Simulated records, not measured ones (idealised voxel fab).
A process module follows: voxel wiring stack.
270 nm wide, 5 nm square cells: that's cross-section cut.
When this document writes out a cross-section, it uses a grid of square cells and lists it as bands, beginning at the top and moving down, with a band standing for one or more rows of cells.
Each band's line starts with the height of the band's top and of its bottom, in nm. Then come its materials from left to right, each with its width in nm. One material with "all across" fills the band from edge to edge. "blank" is empty space.
The level at which height equals 0 is the one under which the wafer, as it arrives, is entirely one material. No lower edge exists for the bottom band, which continues downward and is notated as in "0 nm and below".
Read "30->40" as a graded width: first number on top, second number at the bottom, same change between each pair of neighbouring rows.
"changes: none" for a step: no cell of the cross-section changed in that step.
"Fully sealed voids" specifies each empty space that is not open to the top and that occupies no fewer than 8 cells, using the form width x height at distance, the distance measured from the left edge and all three quantities in nm.
Formally, on a step line, whatever follows the settings is a remark that the simulator itself makes on the step.
overlay nm: how far to the right of its planned place the mask lay on this masked step (negative: to the left).
**The steps planned for the process are as follows**
1. RECEIVE: material Si
2. CONFORMAL_DEP: material SiO2, thk nm 10
3. CONFORMAL_DEP: material SiCN, thk nm 5
4. DIRECTIONAL_DEP: material SiO2, thk nm 20
5. DIRECTIONAL_DEP: material aC, thk nm 10
6. PATTERN: tone open, mask id METAL_1, material resist, width nm 20, pitch nm 45, thk nm 30, overlay nm 0
7. DIRECTIONAL_ETCH: etch materials aC, depth nm 10
8. STRIP: etch materials resist
9. DIRECTIONAL_ETCH: etch materials SiO2, depth nm 20
10. DIRECTIONAL_ETCH: etch materials SiCN, depth nm 5
11. STRIP: etch materials aC
12. CONFORMAL_DEP: material TiN, thk nm 5
13. FILL_DEP: material Cu, thk nm 10
14. CMP: height nm 35
15. EPI: material Ru, thk nm 5
16. FILL_DEP: material SiCN, thk nm 5
17. DIRECTIONAL_DEP: material SiO2, thk nm 20
18. PATTERN: tone open, mask id PLUG_1, material resist, width nm 15, thk nm 15, overlay nm 0
19. DIRECTIONAL_ETCH: etch materials SiO2, depth nm 20
20. DIRECTIONAL_ETCH: etch materials SiCN, depth nm 5
21. STRIP: etch materials resist
22. CONFORMAL_DEP: material TiN, thk nm 5
23. FILL_DEP: material Ru, thk nm 5
24. CMP: height nm 65
25. DIRECTIONAL_DEP: material TiN, thk nm 5
26. DIRECTIONAL_DEP: material Ru, thk nm 25
27. MASKED_ETCH: tone cover, mask id METAL_2, width nm 20, pitch nm 45, etch materials Ru, depth nm 25, overlay nm 0
28. MASKED_ETCH: tone cover, mask id METAL_2, width nm 20, pitch nm 45, etch materials TiN, depth nm 5, overlay nm 0
29. CONFORMAL_DEP: material SiN, thk nm 5
30. FILL_DEP: material lowk, thk nm 5
31. CMP: height nm 95
32. CONFORMAL_DEP: material SiCN, thk nm 5
33. DIRECTIONAL_DEP: material SiO2, thk nm 15
34. PATTERN: tone open, mask id PLUG_2, material resist, width nm 15, pitch nm 45, thk nm 15, overlay nm 0
35. DIRECTIONAL_ETCH: etch materials SiO2, depth nm 15
36. DIRECTIONAL_ETCH: etch materials SiCN, depth nm 5
37. STRIP: etch materials resist
38. CONFORMAL_DEP: material TiN, thk nm 5
39. FILL_DEP: material Ru, thk nm 10
40. CMP: height nm 115
41. DIRECTIONAL_DEP: material TiN, thk nm 5
42. DIRECTIONAL_DEP: material Ru, thk nm 15
43. MASKED_ETCH: tone cover, mask id METAL_3, width nm 20, pitch nm 45, etch materials Ru, depth nm 15, overlay nm 0
44. MASKED_ETCH: tone cover, mask id METAL_3, width nm 20, pitch nm 45, etch materials TiN, depth nm 5, overlay nm 0
45. CONFORMAL_DEP: material SiCN, thk nm 5
46. FILL_DEP: material SiO2, thk nm 10
47. CMP: height nm 135
48. CONFORMAL_DEP: material SiCN, thk nm 5
**Here's what the wafer looked like in cross-section when it arrived - that's after step 1**
    0 nm and below = Si all across
    Fully sealed voids: none
**Cross-sectional view of the first of the two wafers upon completion of the module, processed in accordance with the plan**
    140 nm to 135 nm = SiCN all across
    135 nm to 120 nm = SiO2 95 | SiCN 5 | Ru 20 | SiCN 5 | SiO2 15 | SiCN 5 | Ru 20 | SiCN 5 | SiO2 100
    120 nm to 115 nm = SiCN 100 | TiN 20 | SiCN 25 | TiN 20 | SiCN 105
    115 nm to 100 nm = SiO2 100 | TiN 5 | Ru 5 | TiN 5 | SiO2 30 | TiN 5 | Ru 5 | TiN 5 | SiO2 110
    100 nm to 95 nm = SiCN 100 | TiN 15 | SiCN 30 | TiN 15 | SiCN 110
    95 nm to 70 nm = lowk 95 | SiN 5 | Ru 20 | SiN 5 | lowk 15 | SiN 5 | Ru 20 | SiN 5 | lowk 100
    70 nm to 65 nm = SiN 100 | TiN 20 | SiN 25 | TiN 20 | SiN 105
    65 nm to 45 nm = SiO2 100 | TiN 5 | Ru 5 | TiN 5 | SiO2 155
    45 nm to 40 nm = SiCN 100 | TiN 15 | SiCN 155
    40 nm to 35 nm = SiCN 95 | Ru 30 | SiCN 15 | Ru 30 | SiCN 100
    35 nm to 15 nm = SiO2 100 | TiN 5 | Cu 10 | TiN 5 | SiO2 25 | TiN 5 | Cu 10 | TiN 5 | SiO2 105
    15 nm to 10 nm = SiCN 100 | TiN 20 | SiCN 25 | TiN 20 | SiCN 105
    10 nm to 0 nm = SiO2 all across
    0 nm and below = Si all across
    Fully sealed voids: none
**Module end: cross-section of wafer two of two. Same start and process plan as the first wafer. One mistake during execution**
    140 nm to 135 nm = SiCN all across
    135 nm to 120 nm = SiO2 95 | SiCN 5 | Ru 25 | SiCN 5 | SiO2 10 | SiCN 5 | Ru 25 | SiCN 5 | SiO2 95
    120 nm to 115 nm = SiCN 100 | TiN 25 | SiCN 20 | TiN 25 | SiCN 100
    115 nm to 100 nm = SiO2 100 | TiN 5 | Ru 5 | TiN 5 | SiO2 30 | TiN 5 | Ru 5 | TiN 5 | SiO2 110
    100 nm to 95 nm = SiCN 100 | TiN 15 | SiCN 30 | TiN 15 | SiCN 110
    95 nm to 70 nm = lowk 95 | SiN 5 | Ru 20 | SiN 5 | lowk 15 | SiN 5 | Ru 20 | SiN 5 | lowk 100
    70 nm to 65 nm = SiN 100 | TiN 20 | SiN 25 | TiN 20 | SiN 105
    65 nm to 45 nm = SiO2 100 | TiN 5 | Ru 5 | TiN 5 | SiO2 155
    45 nm to 40 nm = SiCN 100 | TiN 15 | SiCN 155
    40 nm to 35 nm = SiCN 95 | Ru 30 | SiCN 15 | Ru 30 | SiCN 100
    35 nm to 15 nm = SiO2 100 | TiN 5 | Cu 10 | TiN 5 | SiO2 25 | TiN 5 | Cu 10 | TiN 5 | SiO2 105
    15 nm to 10 nm = SiCN 100 | TiN 20 | SiCN 25 | TiN 20 | SiCN 105
    10 nm to 0 nm = SiO2 all across
    0 nm and below = Si all across
    Fully sealed voids: none
What went wrong in running the wafer? step 43 was run on a setting that differed from the plan, and what really ran there is MASKED_ETCH: tone cover, mask id METAL_3, width nm 25, pitch nm 45, etch materials Ru, depth nm 15, overlay nm 0
Per the end-of-run cell counts, the second wafer holds more or fewer of some materials than the first: Ru +6; SiCN -2; SiO2 -6; TiN +2
